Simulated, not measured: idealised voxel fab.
process module | voxel capacitor over wiring
cross-section cut | 245 nm wide | cells 5 nm
A cross-section is a grid of square cells, given in bands from the top down. A band is one or more rows of cells.
Each band's line starts with the height of the band's top and of its bottom, in nm. Then come its materials from left to right, each with its width in nm. One material with "throughout" fills the band from edge to edge. "air" is empty space.
Height 0 is the level under which the wafer as received is all one material. The lowest band goes on downwards, as in "0 down".
A width such as "30 to 40" changes by the same amount from each row of cells to the next, from the band's top row to its bottom row.
"no change" after a step means that no cell of the cross-section changed.
closed voids: empty space of 8 cells or more with no open way to the top, each as width x height at its distance from the left edge, in nm
after a step's settings: what the simulator itself notes on the step
overlay nm, on a step with a mask: how far to the right of its planned place the mask lay; to the left if negative
plan
1 op RECEIVE | material Si
2 op CONFORMAL_DEP | material SiO2 | thk nm 15
3 op DIRECTIONAL_DEP | material TiN | thk nm 5
4 op DIRECTIONAL_DEP | material Ru | thk nm 20
5 op PATTERN | tone cover | mask id METAL_1 | material resist | width nm 25 | pitch nm 75 | thk nm 20 | overlay nm 0
6 op DIRECTIONAL_ETCH | etch materials Ru | depth nm 20
7 op DIRECTIONAL_ETCH | etch materials TiN | depth nm 5
8 op STRIP | etch materials resist
9 op CONFORMAL_DEP | material SiN | thk nm 5
10 op FILL_DEP | material lowk | thk nm 10
11 op CMP | height nm 40
12 op CONFORMAL_DEP | material SiCN | thk nm 5
13 op DIRECTIONAL_DEP | material SiO2 | thk nm 10
14 op PATTERN | tone open | mask id PLUG_1 | material resist | width nm 15 | thk nm 20 | overlay nm 0
15 op DIRECTIONAL_ETCH | etch materials SiO2 | depth nm 10
16 op DIRECTIONAL_ETCH | etch materials SiCN | depth nm 5
17 op STRIP | etch materials resist
18 op CONFORMAL_DEP | material TiN | thk nm 5
19 op FILL_DEP | material Ru | thk nm 5
20 op CMP | height nm 55
21 op DIRECTIONAL_DEP | material TiN | thk nm 5
22 op DIRECTIONAL_DEP | material HfO2 | thk nm 5
23 op DIRECTIONAL_DEP | material TiN | thk nm 10
24 op DIRECTIONAL_DEP | material aC | thk nm 10
25 op PATTERN | tone cover | mask id UPPER_PLATE | material resist | width nm 55 | thk nm 30 | overlay nm 0
26 op DIRECTIONAL_ETCH | etch materials aC | depth nm 10
27 op STRIP | etch materials resist
28 op DIRECTIONAL_ETCH | etch materials TiN | depth nm 10
29 op DIRECTIONAL_ETCH | etch materials HfO2 | depth nm 5
30 op STRIP | etch materials aC
31 op DIRECTIONAL_DEP | material aC | thk nm 15
32 op PATTERN | tone cover | mask id LOWER_PLATE | material resist | width nm 65 | thk nm 30 | overlay nm 0
33 op DIRECTIONAL_ETCH | etch materials aC | depth nm 15
34 op STRIP | etch materials resist
35 op DIRECTIONAL_ETCH | etch materials TiN | depth nm 5
36 op STRIP | etch materials aC
37 op FILL_DEP | material SiO2 | thk nm 20
38 op CMP | height nm 90
39 op DIRECTIONAL_DEP | material aC | thk nm 10
40 op PATTERN | tone open | mask id PLUG_2 | material resist | width nm 15 | thk nm 30 | overlay nm 0
41 op DIRECTIONAL_ETCH | etch materials aC | depth nm 10
42 op STRIP | etch materials resist
43 op DIRECTIONAL_ETCH | etch materials SiO2 | depth nm 15
44 op STRIP | etch materials aC
45 op CONFORMAL_DEP | material TiN | thk nm 5
46 op FILL_DEP | material Cu | thk nm 10
47 op CMP | height nm 90
48 op CONFORMAL_DEP | material SiCN | thk nm 5
as received, after step 1
  0 down: Si throughout
  closed voids: none
first wafer at the end, as planned
  95 to 90: SiCN throughout
  90 to 80: SiO2 90 | TiN 5 | Cu 5 | TiN 5 | SiO2 140
  80 to 75: SiO2 90 | TiN 15 | SiO2 140
  75 to 65: SiO2 80 | TiN 55 | SiO2 110
  65 to 60: SiO2 80 | HfO2 55 | SiO2 110
  60 to 55: SiO2 75 | TiN 65 | SiO2 105
  55 to 45: SiO2 80 | TiN 5 | Ru 5 | TiN 5 | SiO2 150
  45 to 40: SiCN 80 | TiN 15 | SiCN 150
  40 to 20: lowk 65 | SiN 5 | Ru 25 | SiN 5 | lowk 40 | SiN 5 | Ru 25 | SiN 5 | lowk 70
  20 to 15: SiN 70 | TiN 25 | SiN 50 | TiN 25 | SiN 75
  15 to 0: SiO2 throughout
  0 down: Si throughout
  closed voids: none
second wafer at the end: like start, like plan, one mistake
  95 to 90: SiCN throughout
  90 to 80: SiO2 90 | TiN 5 | Cu 5 | TiN 5 | SiO2 140
  80 to 75: SiO2 90 | TiN 15 | SiO2 140
  75 to 65: SiO2 80 | TiN 55 | SiO2 110
  65 to 60: SiO2 80 | HfO2 55 | SiO2 110
  60 to 55: SiO2 75 | TiN 65 | SiO2 105
  55 to 45: SiO2 80 | TiN 5 | Ru 5 | TiN 5 | SiO2 150
  45 to 40: SiCN 80 | TiN 15 | SiCN 150
  40 to 20: lowk 70 | SiN 5 | Ru 25 | SiN 5 | lowk 40 | SiN 5 | Ru 25 | SiN 5 | lowk 65
  20 to 15: SiN 75 | TiN 25 | SiN 50 | TiN 25 | SiN 70
  15 to 0: SiO2 throughout
  0 down: Si throughout
  closed voids: none
what went wrong: step 5 ran as: op PATTERN | tone cover | mask id METAL_1 | material resist | width nm 25 | pitch nm 75 | thk nm 20 | overlay nm 5
at the end the second wafer has, in cells: as many of each material as the first, in other places
